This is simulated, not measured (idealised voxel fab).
The process module presented herein is designated voxel wiring stack.
Cross-section cut: width 175 nm, square cells of 5 nm.
Bands, listed from the top down, are how a cross-section gets written in this document; the cross-section itself is a grid of square cells, and a band is one or more rows of them. Heads up on the band format: heights come first, top then bottom, in nm. After that it's the materials left to right, each with its width in nm. A single material flagged "everywhere" fills the whole band edge to edge, and "air" means there's empty space there. Height datum 0, below which the as-received substrate wafer is one material. Lowest band open at the bottom, running downward: "0 and below". Per-row width for "30..40": begins at first number (top row of band), ends at second number (bottom row), increment between rows held constant. "no alteration" after a step means that no cell of the cross-section changed. "Closed-off voids": sealed empty spaces, 8 cells or more, no open way to top, listed width x height at distance, with distance from the left edge and width, height and distance in nm. Past the settings on a step's line: simulator remark, on that step. "overlay nm" answers the question of how far to the right of plan the mask lay on a step that has a mask, and when it is negative the answer is to the left.
Planned step list for the process
step 1: RECEIVE: material Si
step 2: CONFORMAL_DEP: material SiO2, thk nm 15
step 3: DIRECTIONAL_DEP: material TiN, thk nm 5
step 4: DIRECTIONAL_DEP: material W, thk nm 15
step 5: DIRECTIONAL_DEP: material aC, thk nm 10
step 6: PATTERN: tone cover, mask id METAL_1, material resist, width nm 25, pitch nm 55, thk nm 25, overlay nm 0
step 7: DIRECTIONAL_ETCH: etch materials aC, depth nm 10
step 8: STRIP: etch materials resist
step 9: DIRECTIONAL_ETCH: etch materials W, depth nm 15
step 10: DIRECTIONAL_ETCH: etch materials TiN, depth nm 5
step 11: STRIP: etch materials aC
step 12: CONFORMAL_DEP: material SiCN, thk nm 5
step 13: FILL_DEP: material SiO2, thk nm 5
step 14: CMP: height nm 35
step 15: CONFORMAL_DEP: material SiCN, thk nm 5
step 16: DIRECTIONAL_DEP: material lowk, thk nm 30
step 17: MASKED_ETCH: tone open, mask id METAL_2_HOLES, width nm 15, etch materials lowk, depth nm 30, overlay nm 0
step 18: MASKED_ETCH: tone open, mask id METAL_2, width nm 25, pitch nm 55, etch materials lowk, depth nm 20, overlay nm 0
step 19: MASKED_ETCH: tone open, mask id METAL_2, width nm 25, pitch nm 55, etch materials SiCN, depth nm 5, overlay nm 0
step 20: CONFORMAL_DEP: material TiN, thk nm 5
step 21: FILL_DEP: material Cu, thk nm 10
step 22: CMP: height nm 70
step 23: CONFORMAL_DEP: material SiN, thk nm 5
Run as planned: first of two wafers
Cross-section of the wafer at receipt, which is the condition after step 1
  0 and below  Si everywhere
  Closed-off voids: none
State of the wafer after step 2, shown in cross-section
  15 down to 0  SiO2 everywhere
  below 0: unchanged
State of the wafer after step 3, shown in cross-section
  20 down to 15  TiN everywhere
  below 15: unchanged
State of the wafer after step 4, shown in cross-section
  35 down to 20  W everywhere
  below 20: unchanged
State of the wafer after step 5, shown in cross-section
  45 down to 35  aC everywhere
  below 35: unchanged
State of the wafer after step 6, shown in cross-section
  70 down to 45  air 45 / resist 25 / air 30 / resist 25 / air 50
  below 45: unchanged
State of the wafer after step 7, shown in cross-section
  60 down to 45  air 45 / resist 25 / air 30 / resist 25 / air 50
  45 down to 35  air 45 / aC 25 / air 30 / aC 25 / air 50
  below 35: unchanged
State of the wafer after step 8, shown in cross-section
  45 down to 35  air 45 / aC 25 / air 30 / aC 25 / air 50
  below 35: unchanged
State of the wafer after step 9, shown in cross-section
  45 down to 35  air 45 / aC 25 / air 30 / aC 25 / air 50
  35 down to 20  air 45 / W 25 / air 30 / W 25 / air 50
  below 20: unchanged
State of the wafer after step 10, shown in cross-section
  45 down to 35  air 45 / aC 25 / air 30 / aC 25 / air 50
  35 down to 20  air 45 / W 25 / air 30 / W 25 / air 50
  20 down to 15  air 45 / TiN 25 / air 30 / TiN 25 / air 50
  below 15: unchanged
State of the wafer after step 11, shown in cross-section
  35 down to 20  air 45 / W 25 / air 30 / W 25 / air 50
  below 20: unchanged
State of the wafer after step 12, shown in cross-section
  40 down to 35  air 40 / SiCN 35 / air 20 / SiCN 35 / air 45
  35 down to 20  air 40 / SiCN 5 / W 25 / SiCN 5 / air 20 / SiCN 5 / W 25 / SiCN 5 / air 45
  20 down to 15  SiCN 45 / TiN 25 / SiCN 30 / TiN 25 / SiCN 50
  below 15: unchanged
State of the wafer after step 13, shown in cross-section
  45 down to 40  SiO2 everywhere
  40 down to 35  SiO2 40 / SiCN 35 / SiO2 20 / SiCN 35 / SiO2 45
  35 down to 20  SiO2 40 / SiCN 5 / W 25 / SiCN 5 / SiO2 20 / SiCN 5 / W 25 / SiCN 5 / SiO2 45
  below 20: unchanged
State of the wafer after step 14, shown in cross-section
  35 down to 20  SiO2 40 / SiCN 5 / W 25 / SiCN 5 / SiO2 20 / SiCN 5 / W 25 / SiCN 5 / SiO2 45
  below 20: unchanged
State of the wafer after step 15, shown in cross-section
  40 down to 35  SiCN everywhere
  below 35: unchanged
State of the wafer after step 16, shown in cross-section
  70 down to 40  lowk everywhere
  below 40: unchanged
State of the wafer after step 17, shown in cross-section
  70 down to 40  lowk 45 / air 15 / lowk 115
  below 40: unchanged
State of the wafer after step 18, shown in cross-section
  70 down to 50  lowk 45 / air 25 / lowk 30 / air 25 / lowk 50
  below 50: unchanged
State of the wafer after step 19, shown in cross-section
  70 down to 50  lowk 45 / air 25 / lowk 30 / air 25 / lowk 50
  50 down to 40  lowk 45 / air 15 / lowk 115
  40 down to 35  SiCN 45 / air 15 / SiCN 115
  below 35: unchanged
State of the wafer after step 20, shown in cross-section
  75 down to 70  TiN 50 / air 15 / TiN 40 / air 15 / TiN 55
  70 down to 55  lowk 45 / TiN 5 / air 15 / TiN 5 / lowk 30 / TiN 5 / air 15 / TiN 5 / lowk 50
  55 down to 50  lowk 45 / TiN 5 / air 5 / TiN 15 / lowk 30 / TiN 25 / lowk 50
  50 down to 40  lowk 45 / TiN 5 / air 5 / TiN 5 / lowk 115
  40 down to 35  SiCN 45 / TiN 15 / SiCN 115
  below 35: unchanged
State of the wafer after step 21, shown in cross-section
  85 down to 75  Cu everywhere
  75 down to 70  TiN 50 / Cu 15 / TiN 40 / Cu 15 / TiN 55
  70 down to 55  lowk 45 / TiN 5 / Cu 15 / TiN 5 / lowk 30 / TiN 5 / Cu 15 / TiN 5 / lowk 50
  55 down to 50  lowk 45 / TiN 5 / Cu 5 / TiN 15 / lowk 30 / TiN 25 / lowk 50
  50 down to 40  lowk 45 / TiN 5 / Cu 5 / TiN 5 / lowk 115
  below 40: unchanged
State of the wafer after step 22, shown in cross-section
  70 down to 55  lowk 45 / TiN 5 / Cu 15 / TiN 5 / lowk 30 / TiN 5 / Cu 15 / TiN 5 / lowk 50
  below 55: unchanged
State of the wafer after step 23, shown in cross-section
  75 down to 70  SiN everywhere
  below 70: unchanged
Wafer two of two - same starting point, same process plan, one mistake in execution; matches wafer one up to and including step 15
Cross-sectional view of the second wafer at the intended end time of process step 16
  70 down to 40  aC everywhere
  below 40: unchanged
Cross-sectional view of the second wafer at the intended end time of process step 17: no alteration
Cross-sectional view of the second wafer at the intended end time of process step 18: no alteration
Cross-sectional view of the second wafer at the intended end time of process step 19: no alteration
Cross-sectional view of the second wafer at the intended end time of process step 20
  75 down to 70  TiN everywhere
  below 70: unchanged
Cross-sectional view of the second wafer at the intended end time of process step 21
  85 down to 75  Cu everywhere
  below 75: unchanged
Cross-sectional view of the second wafer at the intended end time of process step 22
  70 down to 40  aC everywhere
  below 40: unchanged
Cross-sectional view of the second wafer at the intended end time of process step 23
  75 down to 70  SiN everywhere
  below 70: unchanged
Against the plan, the run slipped here: step 16 ran as: DIRECTIONAL_DEP: material aC, thk nm 30
Bottom line after processing is that, in cells, the second wafer is up or down on some materials versus the first: -21 Cu; +3 SiCN; -28 TiN; +210 aC; -164 lowk
